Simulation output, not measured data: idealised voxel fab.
process module | voxel capacitor over wiring
cross-section cut | 285 nm wide | cells 5 nm
A cross-section is a grid of square cells, given in bands from the top down. A band is one or more rows of cells.
Each band's line starts with the height of the band's top and of its bottom, in nm. Then come its materials from left to right, each with its width in nm. One material with "throughout" fills the band from edge to edge. "air" is empty space.
Height 0 is the level under which the wafer as received is all one material. The lowest band goes on downwards, as in "0 down".
A width such as "30 to 40" changes by the same amount from each row of cells to the next, from the band's top row to its bottom row.
"no change" after a step means that no cell of the cross-section changed.
closed voids: empty space of 8 cells or more with no open way to the top, each as width x height at its distance from the left edge, in nm
after a step's settings: what the simulator itself notes on the step
overlay nm, on a step with a mask: how far to the right of its planned place the mask lay; to the left if negative
plan
1 op RECEIVE | material Si
2 op CONFORMAL_DEP | material SiO2 | thk nm 10
3 op CONFORMAL_DEP | material SiN | thk nm 5
4 op DIRECTIONAL_DEP | material SiO2 | thk nm 20
5 op MASKED_ETCH | tone open | mask id METAL_1 | width nm 30 | pitch nm 80 | etch materials SiO2 | depth nm 20 | overlay nm 0
6 op MASKED_ETCH | tone open | mask id METAL_1 | width nm 30 | pitch nm 80 | etch materials SiN | depth nm 5 | overlay nm 0
7 op CONFORMAL_DEP | material TiN | thk nm 5
8 op FILL_DEP | material W | thk nm 10
9 op CMP | height nm 35
10 op CONFORMAL_DEP | material SiCN | thk nm 5
11 op DIRECTIONAL_DEP | material lowk | thk nm 20
12 op PATTERN | tone open | mask id PLUG_1 | material resist | width nm 15 | thk nm 20 | overlay nm 0
13 op DIRECTIONAL_ETCH | etch materials lowk | depth nm 20
14 op DIRECTIONAL_ETCH | etch materials SiCN | depth nm 5
15 op STRIP | etch materials resist
16 op CONFORMAL_DEP | material TiN | thk nm 5
17 op FILL_DEP | material Cu | thk nm 10
18 op CMP | height nm 60
19 op DIRECTIONAL_DEP | material TiN | thk nm 5
20 op DIRECTIONAL_DEP | material SiN | thk nm 5
21 op DIRECTIONAL_DEP | material TiN | thk nm 10
22 op MASKED_ETCH | tone cover | mask id UPPER_PLATE | width nm 55 | etch materials TiN | depth nm 10 | overlay nm 0
23 op MASKED_ETCH | tone cover | mask id UPPER_PLATE | width nm 55 | etch materials SiN | depth nm 5 | overlay nm 0
24 op DIRECTIONAL_DEP | material aC | thk nm 10
25 op PATTERN | tone cover | mask id LOWER_PLATE | material resist | width nm 65 | thk nm 30 | overlay nm 0
26 op DIRECTIONAL_ETCH | etch materials aC | depth nm 10
27 op STRIP | etch materials resist
28 op DIRECTIONAL_ETCH | etch materials TiN | depth nm 5
29 op STRIP | etch materials aC
30 op FILL_DEP | material SiO2 | thk nm 15
31 op CMP | height nm 90
32 op MASKED_ETCH | tone open | mask id PLUG_2 | width nm 15 | etch materials SiO2 | depth nm 10 | overlay nm 0
33 op CONFORMAL_DEP | material TiN | thk nm 5
34 op FILL_DEP | material Ru | thk nm 5
35 op CMP | height nm 90
36 op CONFORMAL_DEP | material SiN | thk nm 5
first wafer, as planned
as received, after step 1
  0 down: Si throughout
  closed voids: none
after step 2
  10 to 0: SiO2 throughout
  below 0: unchanged
after step 3
  15 to 10: SiN throughout
  below 10: unchanged
after step 4
  35 to 15: SiO2 throughout
  below 15: unchanged
after step 5
  35 to 15: SiO2 85 | air 30 | SiO2 50 | air 30 | SiO2 90
  below 15: unchanged
after step 6
  35 to 15: SiO2 85 | air 30 | SiO2 50 | air 30 | SiO2 90
  15 to 10: SiN 85 | air 30 | SiN 50 | air 30 | SiN 90
  below 10: unchanged
after step 7
  40 to 35: TiN 90 | air 20 | TiN 60 | air 20 | TiN 95
  35 to 15: SiO2 85 | TiN 5 | air 20 | TiN 5 | SiO2 50 | TiN 5 | air 20 | TiN 5 | SiO2 90
  15 to 10: SiN 85 | TiN 30 | SiN 50 | TiN 30 | SiN 90
  below 10: unchanged
after step 8
  50 to 40: W throughout
  40 to 35: TiN 90 | W 20 | TiN 60 | W 20 | TiN 95
  35 to 15: SiO2 85 | TiN 5 | W 20 | TiN 5 | SiO2 50 | TiN 5 | W 20 | TiN 5 | SiO2 90
  below 15: unchanged
after step 9
  35 to 15: SiO2 85 | TiN 5 | W 20 | TiN 5 | SiO2 50 | TiN 5 | W 20 | TiN 5 | SiO2 90
  below 15: unchanged
after step 10
  40 to 35: SiCN throughout
  below 35: unchanged
after step 11
  60 to 40: lowk throughout
  below 40: unchanged
after step 12
  80 to 60: resist 100 | air 15 | resist 170
  below 60: unchanged
after step 13
  80 to 60: resist 100 | air 15 | resist 170
  60 to 40: lowk 100 | air 15 | lowk 170
  below 40: unchanged
after step 14
  80 to 60: resist 100 | air 15 | resist 170
  60 to 40: lowk 100 | air 15 | lowk 170
  40 to 35: SiCN 100 | air 15 | SiCN 170
  below 35: unchanged
after step 15
  60 to 40: lowk 100 | air 15 | lowk 170
  below 40: unchanged
after step 16
  65 to 60: TiN 105 | air 5 | TiN 175
  60 to 40: lowk 100 | TiN 5 | air 5 | TiN 5 | lowk 170
  40 to 35: SiCN 100 | TiN 15 | SiCN 170
  below 35: unchanged
after step 17
  75 to 65: Cu throughout
  65 to 60: TiN 105 | Cu 5 | TiN 175
  60 to 40: lowk 100 | TiN 5 | Cu 5 | TiN 5 | lowk 170
  below 40: unchanged
after step 18
  60 to 40: lowk 100 | TiN 5 | Cu 5 | TiN 5 | lowk 170
  below 40: unchanged
after step 19
  65 to 60: TiN throughout
  below 60: unchanged
after step 20
  70 to 65: SiN throughout
  below 65: unchanged
after step 21
  80 to 70: TiN throughout
  below 70: unchanged
after step 22
  80 to 70: air 100 | TiN 55 | air 130
  below 70: unchanged
after step 23
  80 to 70: air 100 | TiN 55 | air 130
  70 to 65: air 100 | SiN 55 | air 130
  below 65: unchanged
after step 24
  90 to 80: air 100 | aC 55 | air 130
  80 to 75: air 100 | TiN 55 | air 130
  75 to 70: aC 100 | TiN 55 | aC 130
  70 to 65: aC 100 | SiN 55 | aC 130
  below 65: unchanged
after step 25
  120 to 90: air 95 | resist 65 | air 125
  90 to 80: air 95 | resist 5 | aC 55 | resist 5 | air 125
  80 to 75: air 95 | resist 5 | TiN 55 | resist 5 | air 125
  below 75: unchanged
after step 26
  110 to 90: air 95 | resist 65 | air 125
  90 to 80: air 95 | resist 5 | aC 55 | resist 5 | air 125
  80 to 75: air 95 | resist 5 | TiN 55 | resist 5 | air 125
  75 to 70: air 95 | aC 5 | TiN 55 | aC 5 | air 125
  70 to 65: air 95 | aC 5 | SiN 55 | aC 5 | air 125
  below 65: unchanged
after step 27
  90 to 80: air 100 | aC 55 | air 130
  80 to 75: air 100 | TiN 55 | air 130
  below 75: unchanged
after step 28
  90 to 80: air 100 | aC 55 | air 130
  80 to 75: air 100 | TiN 55 | air 130
  75 to 70: air 95 | aC 5 | TiN 55 | aC 5 | air 125
  70 to 65: air 95 | aC 5 | SiN 55 | aC 5 | air 125
  65 to 60: air 95 | TiN 65 | air 125
  below 60: unchanged
after step 29
  80 to 70: air 100 | TiN 55 | air 130
  70 to 65: air 100 | SiN 55 | air 130
  below 65: unchanged
after step 30
  95 to 80: SiO2 throughout
  80 to 70: SiO2 100 | TiN 55 | SiO2 130
  70 to 65: SiO2 100 | SiN 55 | SiO2 130
  65 to 60: SiO2 95 | TiN 65 | SiO2 125
  below 60: unchanged
after step 31
  90 to 80: SiO2 throughout
  below 80: unchanged
after step 32
  90 to 80: SiO2 110 | air 15 | SiO2 160
  below 80: unchanged
after step 33
  95 to 90: TiN 115 | air 5 | TiN 165
  90 to 85: SiO2 110 | TiN 5 | air 5 | TiN 5 | SiO2 160
  85 to 80: SiO2 110 | TiN 15 | SiO2 160
  below 80: unchanged
after step 34
  100 to 95: Ru throughout
  95 to 90: TiN 115 | Ru 5 | TiN 165
  90 to 85: SiO2 110 | TiN 5 | Ru 5 | TiN 5 | SiO2 160
  below 85: unchanged
after step 35
  90 to 85: SiO2 110 | TiN 5 | Ru 5 | TiN 5 | SiO2 160
  below 85: unchanged
after step 36
  95 to 90: SiN throughout
  below 90: unchanged
second wafer: like start, like plan, one mistake. Through step 31 it matches the first wafer
when step 32 should have ended
  90 to 80: SiO2 100 | air 15 | SiO2 170
  below 80: unchanged
when step 33 should have ended
  95 to 90: TiN 105 | air 5 | TiN 175
  90 to 85: SiO2 100 | TiN 5 | air 5 | TiN 5 | SiO2 170
  85 to 80: SiO2 100 | TiN 15 | SiO2 170
  below 80: unchanged
when step 34 should have ended
  100 to 95: Ru throughout
  95 to 90: TiN 105 | Ru 5 | TiN 175
  90 to 85: SiO2 100 | TiN 5 | Ru 5 | TiN 5 | SiO2 170
  below 85: unchanged
when step 35 should have ended
  90 to 85: SiO2 100 | TiN 5 | Ru 5 | TiN 5 | SiO2 170
  below 85: unchanged
when step 36 should have ended
  95 to 90: SiN throughout
  below 90: unchanged
what went wrong: step 32 ran as: op MASKED_ETCH | tone open | mask id PLUG_2 | width nm 15 | etch materials SiO2 | depth nm 10 | overlay nm -10
at the end the second wafer has, in cells: as many of each material as the first, in other places
